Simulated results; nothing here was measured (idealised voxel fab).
process module | voxel fin reveal
cross-section cut | 230 nm wide | cells 5 nm
A cross-section is a grid of square cells, given in bands from the top down. A band is one or more rows of cells.
Each band's line starts with the height of the band's top and of its bottom, in nm. Then come its materials from left to right, each with its width in nm. One material with "throughout" fills the band from edge to edge. "air" is empty space.
Height 0 is the level under which the wafer as received is all one material. The lowest band goes on downwards, as in "0 down".
A width such as "30 to 40" changes by the same amount from each row of cells to the next, from the band's top row to its bottom row.
"no change" after a step means that no cell of the cross-section changed.
closed voids: empty space of 8 cells or more with no open way to the top, each as width x height at its distance from the left edge, in nm
after a step's settings: what the simulator itself notes on the step
overlay nm, on a step with a mask: how far to the right of its planned place the mask lay; to the left if negative
plan
1 op RECEIVE | material Si
2 op CONFORMAL_DEP | material SiN | thk nm 5
3 op DIRECTIONAL_DEP | material aC | thk nm 10
4 op PATTERN | tone cover | mask id FINS | material resist | width nm 15 | pitch nm 40 | thk nm 25 | overlay nm 0
5 op DIRECTIONAL_ETCH | etch materials aC | depth nm 10
6 op STRIP | etch materials resist
7 op DIRECTIONAL_ETCH | etch materials SiN | depth nm 5
8 op DIRECTIONAL_ETCH | etch materials Si | depth nm 30
9 op STRIP | etch materials aC
10 op OXIDIZE | depth nm 5
11 op FILL_DEP | material SiO2 | thk nm 10
12 op CMP | height nm 5
13 op SELECTIVE_ETCH | etch materials SiO2 | depth nm 15
14 op STRIP | etch materials SiN
15 op CONFORMAL_DEP | material HfO2 | thk nm 5
as received, after step 1
  0 down: Si throughout
  closed voids: none
first wafer at the end, as planned
  5 to 0: air 85 | HfO2 15 | air 25 | HfO2 15 | air 90
  0 to -5: air 85 | HfO2 5 | Si 5 | HfO2 5 | air 25 | HfO2 5 | Si 5 | HfO2 5 | air 90
  -5 to -10: HfO2 90 | Si 5 | HfO2 35 | Si 5 | HfO2 95
  -10 to -35: SiO2 90 | Si 5 | SiO2 35 | Si 5 | SiO2 95
  -35 down: Si throughout
  closed voids: none
second wafer at the end: like start, like plan, one mistake
  5 to 0: air 85 | HfO2 15 | air 25 | HfO2 15 | air 90
  0 to -20: air 85 | HfO2 5 | Si 5 | HfO2 5 | air 25 | HfO2 5 | Si 5 | HfO2 5 | air 90
  -20 to -25: HfO2 90 | Si 5 | HfO2 35 | Si 5 | HfO2 95
  -25 to -35: SiO2 90 | Si 5 | SiO2 35 | Si 5 | SiO2 95
  -35 down: Si throughout
  closed voids: none
what went wrong: step 13 was run twice
at the end the second wafer has, in cells: 12 more of HfO2 | 132 fewer of SiO2
